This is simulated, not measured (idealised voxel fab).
process module | voxel self aligned contacts
cross-section cut | 270 nm wide | cells 5 nm
A cross-section is a grid of square cells, given in bands from the top down. A band is one or more rows of cells.
Each band's line starts with the height of the band's top and of its bottom, in nm. Then come its materials from left to right, each with its width in nm. One material with "throughout" fills the band from edge to edge. "air" is empty space.
Height 0 is the level under which the wafer as received is all one material. The lowest band goes on downwards, as in "0 down".
A width such as "30 to 40" changes by the same amount from each row of cells to the next, from the band's top row to its bottom row.
"no change" after a step means that no cell of the cross-section changed.
closed voids: empty space of 8 cells or more with no open way to the top, each as width x height at its distance from the left edge, in nm
after a step's settings: what the simulator itself notes on the step
overlay nm, on a step with a mask: how far to the right of its planned place the mask lay; to the left if negative
plan
1 op RECEIVE | material Si
2 op OXIDIZE | depth nm 5
3 op DIRECTIONAL_DEP | material polySi | thk nm 20
4 op DIRECTIONAL_DEP | material SiN | thk nm 20
5 op MASKED_ETCH | tone cover | mask id GATE | width nm 25 | pitch nm 60 | etch materials SiN | depth nm 20 | overlay nm 0
6 op MASKED_ETCH | tone cover | mask id GATE | width nm 25 | pitch nm 60 | etch materials polySi | depth nm 20 | overlay nm 0
7 op CONFORMAL_DEP | material SiN | thk nm 5
8 op DIRECTIONAL_ETCH | etch materials SiN | depth nm 5
9 op FILL_DEP | material SiO2 | thk nm 10
10 op CMP | height nm 45
11 op PATTERN | tone open | mask id CONTACT | material resist | width nm 45 | thk nm 15 | overlay nm 0
12 op DIRECTIONAL_ETCH | etch materials SiO2 | depth nm 50
13 op STRIP | etch materials resist
14 op CONFORMAL_DEP | material TiN | thk nm 5
15 op FILL_DEP | material W | thk nm 5
16 op CMP | height nm 45
17 op CONFORMAL_DEP | material SiCN | thk nm 5
as received, after step 1
  0 down: Si throughout
  closed voids: none
first wafer at the end, as planned
  50 to 45: SiCN throughout
  45 to 40: SiO2 110 | TiN 15 | W 15 | TiN 15 | SiO2 115
  40 to 20: SiO2 85 | SiN 35 | TiN 5 | W 15 | TiN 5 | SiN 35 | SiO2 90
  20 to 0: SiO2 85 | SiN 5 | polySi 25 | SiN 5 | TiN 5 | W 15 | TiN 5 | SiN 5 | polySi 25 | SiN 5 | SiO2 90
  0 to -5: SiO2 120 | TiN 25 | SiO2 125
  -5 down: Si throughout
  closed voids: none
second wafer at the end: like start, like plan, one mistake
  50 to 45: SiCN throughout
  45 to 40: SiO2 105 | TiN 20 | W 15 | TiN 20 | SiO2 110
  40 to 20: SiO2 85 | SiN 35 | TiN 5 | W 15 | TiN 5 | SiN 35 | SiO2 90
  20 to 0: SiO2 85 | SiN 5 | polySi 25 | SiN 5 | TiN 5 | W 15 | TiN 5 | SiN 5 | polySi 25 | SiN 5 | SiO2 90
  0 to -5: SiO2 120 | TiN 25 | SiO2 125
  -5 down: Si throughout
  closed voids: none
what went wrong: step 11 ran as: op PATTERN | tone open | mask id CONTACT | material resist | width nm 55 | thk nm 15 | overlay nm 0
at the end the second wafer has, in cells: 2 fewer of SiO2 | 2 more of TiN
